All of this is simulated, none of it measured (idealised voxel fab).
process module | voxel wiring stack
cross-section cut | 240 nm wide | cells 5 nm
A cross-section is a grid of square cells, given in bands from the top down. A band is one or more rows of cells.
Each band's line starts with the height of the band's top and of its bottom, in nm. Then come its materials from left to right, each with its width in nm. One material with "throughout" fills the band from edge to edge. "air" is empty space.
Height 0 is the level under which the wafer as received is all one material. The lowest band goes on downwards, as in "0 down".
A width such as "30 to 40" changes by the same amount from each row of cells to the next, from the band's top row to its bottom row.
"no change" after a step means that no cell of the cross-section changed.
closed voids: empty space of 8 cells or more with no open way to the top, each as width x height at its distance from the left edge, in nm
after a step's settings: what the simulator itself notes on the step
overlay nm, on a step with a mask: how far to the right of its planned place the mask lay; to the left if negative
plan
1 op RECEIVE | material Si
2 op CONFORMAL_DEP | material SiO2 | thk nm 10
3 op DIRECTIONAL_DEP | material TiN | thk nm 5
4 op DIRECTIONAL_DEP | material Ru | thk nm 15
5 op PATTERN | tone cover | mask id METAL_1 | material resist | width nm 25 | pitch nm 40 | thk nm 15 | overlay nm 0
6 op DIRECTIONAL_ETCH | etch materials Ru | depth nm 15
7 op DIRECTIONAL_ETCH | etch materials TiN | depth nm 5
8 op STRIP | etch materials resist
9 op CONFORMAL_DEP | material SiN | thk nm 5
10 op FILL_DEP | material SiO2 | thk nm 10
11 op CMP | height nm 30
12 op CONFORMAL_DEP | material SiCN | thk nm 5
13 op DIRECTIONAL_DEP | material SiO2 | thk nm 35
14 op MASKED_ETCH | tone open | mask id METAL_2 | width nm 25 | pitch nm 40 | etch materials SiO2 | depth nm 20 | overlay nm 0
15 op DIRECTIONAL_DEP | material aC | thk nm 15
16 op PATTERN | tone open | mask id METAL_2_HOLES | material resist | width nm 15 | pitch nm 40 | thk nm 30 | overlay nm 0
17 op DIRECTIONAL_ETCH | etch materials aC | depth nm 15
18 op STRIP | etch materials resist
19 op DIRECTIONAL_ETCH | etch materials SiO2 | depth nm 15
20 op DIRECTIONAL_ETCH | etch materials SiCN | depth nm 5
21 op STRIP | etch materials aC
22 op CONFORMAL_DEP | material TiN | thk nm 5
23 op FILL_DEP | material Cu | thk nm 10
24 op CMP | height nm 70
25 op CONFORMAL_DEP | material SiCN | thk nm 5
26 op DIRECTIONAL_DEP | material lowk | thk nm 20
27 op PATTERN | tone open | mask id PLUG_2 | material resist | width nm 15 | pitch nm 80 | thk nm 20 | overlay nm 0
28 op DIRECTIONAL_ETCH | etch materials lowk | depth nm 20
29 op DIRECTIONAL_ETCH | etch materials SiCN | depth nm 5
30 op STRIP | etch materials resist
31 op EPI | material Ru | thk nm 10
32 op EPI | material Ru | thk nm 10
33 op EPI | material Ru | thk nm 5
34 op DIRECTIONAL_DEP | material TiN | thk nm 5
35 op DIRECTIONAL_DEP | material W | thk nm 15
36 op PATTERN | tone cover | mask id METAL_3 | material resist | width nm 25 | pitch nm 40 | thk nm 20 | overlay nm 0
37 op DIRECTIONAL_ETCH | etch materials W | depth nm 15
38 op DIRECTIONAL_ETCH | etch materials TiN | depth nm 5
39 op STRIP | etch materials resist
40 op CONFORMAL_DEP | material SiCN | thk nm 5
41 op FILL_DEP | material SiO2 | thk nm 10
42 op CMP | height nm 115
43 op CONFORMAL_DEP | material SiCN | thk nm 5
varied across the wafers: width nm of step 16. The plan shows the first wafer's value. All wafers start alike
first wafer as received, after step 1
  0 down: Si throughout
  closed voids: none
first wafer at the end, after step 43
  120 to 115: SiCN throughout
  115 to 100: SiO2 40 | SiCN 5 | W 25 | SiCN 5 | SiO2 5 | SiCN 5 | W 25 | SiCN 5 | SiO2 5 | SiCN 5 | W 25 | SiCN 5 | SiO2 5 | SiCN 5 | W 25 | SiCN 5 | SiO2 45
  100 to 95: SiCN 45 | TiN 25 | SiCN 15 | TiN 25 | SiCN 15 | TiN 25 | SiCN 15 | TiN 25 | SiCN 50
  95 to 75: lowk 45 | Ru 15 | lowk 65 | Ru 15 | lowk 100
  75 to 70: SiCN 45 | Ru 15 | SiCN 65 | Ru 15 | SiCN 100
  70 to 55: SiO2 45 | TiN 5 | Cu 15 | TiN 5 | SiO2 15 | TiN 5 | Cu 15 | TiN 5 | SiO2 15 | TiN 5 | Cu 15 | TiN 5 | SiO2 15 | TiN 5 | Cu 15 | TiN 5 | SiO2 50
  55 to 50: SiO2 45 | TiN 5 | Cu 5 | TiN 15 | SiO2 15 | TiN 5 | Cu 5 | TiN 15 | SiO2 15 | TiN 5 | Cu 5 | TiN 15 | SiO2 15 | TiN 5 | Cu 5 | TiN 15 | SiO2 50
  50 to 35: SiO2 45 | TiN 5 | Cu 5 | TiN 5 | SiO2 25 | TiN 5 | Cu 5 | TiN 5 | SiO2 25 | TiN 5 | Cu 5 | TiN 5 | SiO2 25 | TiN 5 | Cu 5 | TiN 5 | SiO2 60
  35 to 30: SiCN 45 | TiN 15 | SiCN 25 | TiN 15 | SiCN 25 | TiN 15 | SiCN 25 | TiN 15 | SiCN 60
  30 to 15: SiO2 40 | SiN 5 | Ru 25 | SiN 5 | SiO2 5 | SiN 5 | Ru 25 | SiN 5 | SiO2 5 | SiN 5 | Ru 25 | SiN 5 | SiO2 5 | SiN 5 | Ru 25 | SiN 5 | SiO2 45
  15 to 10: SiN 45 | TiN 25 | SiN 15 | TiN 25 | SiN 15 | TiN 25 | SiN 15 | TiN 25 | SiN 50
  10 to 0: SiO2 throughout
  0 down: Si throughout
  closed voids: none
last wafer at the end
  120 to 115: SiCN throughout
  115 to 100: SiO2 40 | SiCN 5 | W 25 | SiCN 5 | SiO2 5 | SiCN 5 | W 25 | SiCN 5 | SiO2 5 | SiCN 5 | W 25 | SiCN 5 | SiO2 5 | SiCN 5 | W 25 | SiCN 5 | SiO2 45
  100 to 95: SiCN 45 | TiN 25 | SiCN 15 | TiN 25 | SiCN 15 | TiN 25 | SiCN 15 | TiN 25 | SiCN 50
  95 to 75: lowk 45 | Ru 15 | lowk 65 | Ru 15 | lowk 100
  75 to 70: SiCN 45 | Ru 15 | SiCN 65 | Ru 15 | SiCN 100
  70 to 60: SiO2 40 | TiN 5 | Cu 20 | TiN 5 | SiO2 10 | TiN 5 | Cu 20 | TiN 5 | SiO2 10 | TiN 5 | Cu 20 | TiN 5 | SiO2 10 | TiN 5 | Cu 20 | TiN 5 | SiO2 50
  60 to 50: SiO2 40 to 45 | TiN 10 to 5 | Cu 15 to 10 | TiN 5 to 10 | SiO2 10 to 15 | TiN 10 to 5 | Cu 15 to 10 | TiN 5 to 10 | SiO2 10 to 15 | TiN 10 to 5 | Cu 15 to 10 | TiN 5 to 10 | SiO2 10 to 15 | TiN 10 to 5 | Cu 15 to 10 | TiN 5 to 10 | SiO2 50
  50 to 35: SiO2 45 | TiN 5 | Cu 10 | TiN 5 | SiO2 20 | TiN 5 | Cu 10 | TiN 5 | SiO2 20 | TiN 5 | Cu 10 | TiN 5 | SiO2 20 | TiN 5 | Cu 10 | TiN 5 | SiO2 55
  35 to 30: SiCN 45 | TiN 20 | SiCN 20 | TiN 20 | SiCN 20 | TiN 20 | SiCN 20 | TiN 20 | SiCN 55
  30 to 15: SiO2 40 | SiN 5 | Ru 25 | SiN 5 | SiO2 5 | SiN 5 | Ru 25 | SiN 5 | SiO2 5 | SiN 5 | Ru 25 | SiN 5 | SiO2 5 | SiN 5 | Ru 25 | SiN 5 | SiO2 45
  15 to 10: SiN 45 | TiN 25 | SiN 15 | TiN 25 | SiN 15 | TiN 25 | SiN 15 | TiN 25 | SiN 50
  10 to 0: SiO2 throughout
  0 down: Si throughout
  closed voids: none
each wafer at the end: cells of each material gained (+) or lost (-) since it was received, then its closed voids
width nm 15 | +52 Cu | +90 Ru | +178 SiCN | +52 SiN | +436 SiO2 | +116 TiN | +60 W | +168 lowk | closed voids: none
width nm 20 | +68 Cu | +90 Ru | +174 SiCN | +52 SiN | +424 SiO2 | +116 TiN | +60 W | +168 lowk | closed voids: none
width nm 25 | +76 Cu | +90 Ru | +174 SiCN | +52 SiN | +412 SiO2 | +120 TiN | +60 W | +168 lowk | closed voids: none
